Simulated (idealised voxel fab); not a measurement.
This is a process module. Its name is voxel lift off.
cross-section cut | 225 nm wide | cells 5 nm
A cross-section is written here as square cells arranged in a grid, and it is given in bands from the top down, each band taking up one or more rows of cells. First you get the band's top height and its bottom height, in nm, and then the materials it's made of, left to right, with each width in nm. If you see a single material with "all across", that one covers the band edge to edge. "air" is empty space. For the purposes of this specification, 0 denotes the height below which the wafer in its as-received condition is composed wholly of one material, and the lowermost band, lacking a lower limit, extends downward without end, as expressed in "0 down". It should be noted that a width expressed as "30 to 40" varies in equal increments from row to row of cells within the band, taking the value of the first number at the top row and that of the second number at the bottom row. The cross-section has no changed cell in any step marked "nothing different". Empty spaces counting at least 8 cells and having no open way to the top are listed in "Trapped void list". The notation width x height at distance is used for each, the distance being from the left edge and all three values in nm. Past the settings on a step's line: simulator remark, on that step. Steps that use a mask can have "overlay nm" on their line. It says how far the mask sat to the right of where it was meant to be. Negative means to the left.

-- List of planned process steps
- 1: RECEIVE, material Si
- 2: CONFORMAL_DEP, material Al2O3, thk nm 15
- 3: PATTERN, tone open, mask id LINES, material resist, width nm 25, pitch nm 40, thk nm 25, overlay nm 0
- 4: DIRECTIONAL_DEP, material Ru, thk nm 15
- 5: STRIP, etch materials resist
- 6: CONFORMAL_DEP, material SiN, thk nm 5

-- Step 1 complete: cross-section of the wafer as received
> 0 down  Si all across
> Trapped void list: none

-- Final wafer profile in cross-section after the module, from the same start and plan as above, with one mistake made during processing
> 35 to 30  air (75), Al2O3 (35), air (5), Al2O3 (35), air (75)
> 30 to 20  air (75), Al2O3 (5), Ru (25), Al2O3 (5), air (5), Al2O3 (5), Ru (25), Al2O3 (5), air (75)
> 20 to 15  Al2O3 (80), Ru (25), Al2O3 (15), Ru (25), Al2O3 (80)
> 15 to 0  Al2O3 all across
> 0 down  Si all across
> Trapped void list: none
Heads up, the wafer didn't run the way we planned it: step 6 did not use the planned setting and instead ran as CONFORMAL_DEP, material Al2O3, thk nm 5
